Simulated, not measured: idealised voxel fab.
Name of the process module below: voxel transistor to metal
The cross-section on display is named cut; it measures 185 nm wide, and its cells are 5 nm squares.
Cross-section spec: square-cell grid; bands listed top down; each band is one or more rows.
Per band: top height and bottom height in nm, followed by the left-to-right materials and their widths in nm; "full width" marks a single material spanning edge to edge, "air" marks empty space.
Height datum 0, below which the as-received substrate wafer is one material. Lowest band open at the bottom, running downward: "0..down".
It should be noted that a width expressed as "30 to 40" varies in equal increments from row to row of cells within the band, taking the value of the first number at the top row and that of the second number at the bottom row.
Where a step carries "no alteration", the cross-section came out of it unchanged, cell for cell.
The list in "Completely sealed voids" covers empty spaces of 8 cells or more that cannot reach the top through any open way, and it gives each as width x height at distance; the distance is from the left edge, and width, height and distance are in nm.
The remark found on a step's line after its settings is issued by the simulator itself and pertains to that step.
overlay nm: for a step with a mask, the amount by which the mask lay right of where it was planned; a negative amount means left of it.
Planned step list for the process
1. RECEIVE [material Si]
2. CONFORMAL_DEP [material SiO2] [thk nm 5]
3. CONFORMAL_DEP [material SiN] [thk nm 10]
4. PATTERN [tone cover] [mask id ACTIVE] [material resist] [width nm 115] [thk nm 15] [overlay nm 0]
5. DIRECTIONAL_ETCH [etch materials SiN] [depth nm 10]
6. DIRECTIONAL_ETCH [etch materials SiO2] [depth nm 5]
7. DIRECTIONAL_ETCH [etch materials Si] [depth nm 20]
8. STRIP [etch materials resist]
9. FILL_DEP [material SiO2] [thk nm 15]
10. CMP [height nm 15]
11. SELECTIVE_ETCH [etch materials SiO2] [depth nm 10]
12. STRIP [etch materials SiN]
13. SELECTIVE_ETCH [etch materials SiO2] [depth nm 5]
14. OXIDIZE [depth nm 5]
15. DIRECTIONAL_DEP [material polySi] [thk nm 30]
16. DIRECTIONAL_DEP [material SiCN] [thk nm 15]
17. MASKED_ETCH [tone cover] [mask id GATE] [width nm 25] [etch materials SiCN] [depth nm 25] [overlay nm 0]
18. MASKED_ETCH [tone cover] [mask id GATE] [width nm 25] [etch materials polySi] [depth nm 40] [overlay nm 0]
19. CONFORMAL_DEP [material SiO2] [thk nm 5]
20. DIRECTIONAL_ETCH [etch materials SiO2] [depth nm 5]
21. CONFORMAL_DEP [material SiN] [thk nm 10]
22. DIRECTIONAL_ETCH [etch materials SiN] [depth nm 10]
23. DIRECTIONAL_ETCH [etch materials SiO2] [depth nm 5]
24. DIRECTIONAL_ETCH [etch materials Si] [depth nm 15]
25. EPI [material pSi] [thk nm 15]
26. FILL_DEP [material SiO2] [thk nm 5]
27. CMP [height nm 30]
28. STRIP [etch materials polySi]
29. SELECTIVE_ETCH [etch materials SiO2] [depth nm 5]
30. CONFORMAL_DEP [material HfO2] [thk nm 5]
31. CONFORMAL_DEP [material TiN] [thk nm 5]
32. FILL_DEP [material W] [thk nm 5]
33. CMP [height nm 25]
34. DIRECTIONAL_DEP [material SiO2] [thk nm 10]
35. MASKED_ETCH [tone open] [mask id CONTACT] [width nm 15] [pitch nm 80] [etch materials SiO2] [depth nm 40] [overlay nm 0]
36. CONFORMAL_DEP [material TiN] [thk nm 5]
37. FILL_DEP [material Ru] [thk nm 10]
38. CMP [height nm 35]
39. CONFORMAL_DEP [material SiCN] [thk nm 5]
40. DIRECTIONAL_DEP [material SiO2] [thk nm 15]
41. PATTERN [tone open] [mask id METAL_1] [material resist] [width nm 15] [pitch nm 80] [thk nm 20] [overlay nm 0]
42. DIRECTIONAL_ETCH [etch materials SiO2] [depth nm 15]
43. DIRECTIONAL_ETCH [etch materials SiCN] [depth nm 5]
44. STRIP [etch materials resist]
45. CONFORMAL_DEP [material TiN] [thk nm 5]
46. FILL_DEP [material Cu] [thk nm 5]
47. CMP [height nm 55]
48. CONFORMAL_DEP [material SiN] [thk nm 5]
Received-state cross-section, reflecting completion of step 1
0..down: Si full width
Completely sealed voids: none
As-planned run: cross-section of the first of two wafers at end of module
60..55: SiN full width
55..40: SiO2=45, TiN=5, Cu=5, TiN=5, SiO2=65, TiN=5, Cu=5, TiN=5, SiO2=45
40..35: SiCN=45, TiN=15, SiCN=65, TiN=15, SiCN=45
35..25: SiO2=45, TiN=5, Ru=5, TiN=5, SiO2=65, TiN=5, Ru=5, TiN=5, SiO2=45
25..15: SiO2=45, TiN=5, Ru=5, TiN=5, SiO2=5, SiN=10, HfO2=5, TiN=5, W=15, TiN=5, HfO2=5, SiN=10, SiO2=5, TiN=5, Ru=5, TiN=5, SiO2=45
15..10: SiO2=45, TiN=15, SiO2=5, SiN=10, HfO2=5, TiN=5, W=15, TiN=5, HfO2=5, SiN=10, SiO2=5, TiN=15, SiO2=45
10..5: SiO2=45, TiN=5, pSi=15, SiN=10, HfO2=5, TiN=5, W=15, TiN=5, HfO2=5, SiN=10, pSi=15, TiN=5, SiO2=45
5..0: SiO2=45, TiN=5, pSi=15, SiN=10, HfO2=5, TiN=25, HfO2=5, SiN=10, pSi=15, TiN=5, SiO2=45
0..-5: SiO2=45, TiN=5, pSi=15, SiO2=10, HfO2=35, SiO2=10, pSi=15, TiN=5, SiO2=45
-5..-20: SiO2=35, pSi=30, Si=55, pSi=30, SiO2=35
-20..down: Si full width
Completely sealed voids: none
Second wafer of the two, sectioned at the end of the module. It began like the first and followed the same plan, but one mistake was made while running it
60..55: SiN full width
55..40: SiO2=55, TiN=5, Cu=5, TiN=5, SiO2=65, TiN=5, Cu=5, TiN=5, SiO2=35
40..35: SiCN=55, TiN=15, SiCN=65, TiN=15, SiCN=35
35..25: SiO2=45, TiN=5, Ru=5, TiN=5, SiO2=65, TiN=5, Ru=5, TiN=5, SiO2=45
25..15: SiO2=45, TiN=5, Ru=5, TiN=5, SiO2=5, SiN=10, HfO2=5, TiN=5, W=15, TiN=5, HfO2=5, SiN=10, SiO2=5, TiN=5, Ru=5, TiN=5, SiO2=45
15..10: SiO2=45, TiN=15, SiO2=5, SiN=10, HfO2=5, TiN=5, W=15, TiN=5, HfO2=5, SiN=10, SiO2=5, TiN=15, SiO2=45
10..5: SiO2=45, TiN=5, pSi=15, SiN=10, HfO2=5, TiN=5, W=15, TiN=5, HfO2=5, SiN=10, pSi=15, TiN=5, SiO2=45
5..0: SiO2=45, TiN=5, pSi=15, SiN=10, HfO2=5, TiN=25, HfO2=5, SiN=10, pSi=15, TiN=5, SiO2=45
0..-5: SiO2=45, TiN=5, pSi=15, SiO2=10, HfO2=35, SiO2=10, pSi=15, TiN=5, SiO2=45
-5..-20: SiO2=35, pSi=30, Si=55, pSi=30, SiO2=35
-20..down: Si full width
Completely sealed voids: none
Run error: so step 41 ended up running with a different setting than we planned, it ran as PATTERN [tone open] [mask id METAL_1] [material resist] [width nm 15] [pitch nm 80] [thk nm 20] [overlay nm 10]
Same inventory, different map: at the end, the second wafer holds as many cells of each material as the first, placed elsewhere.
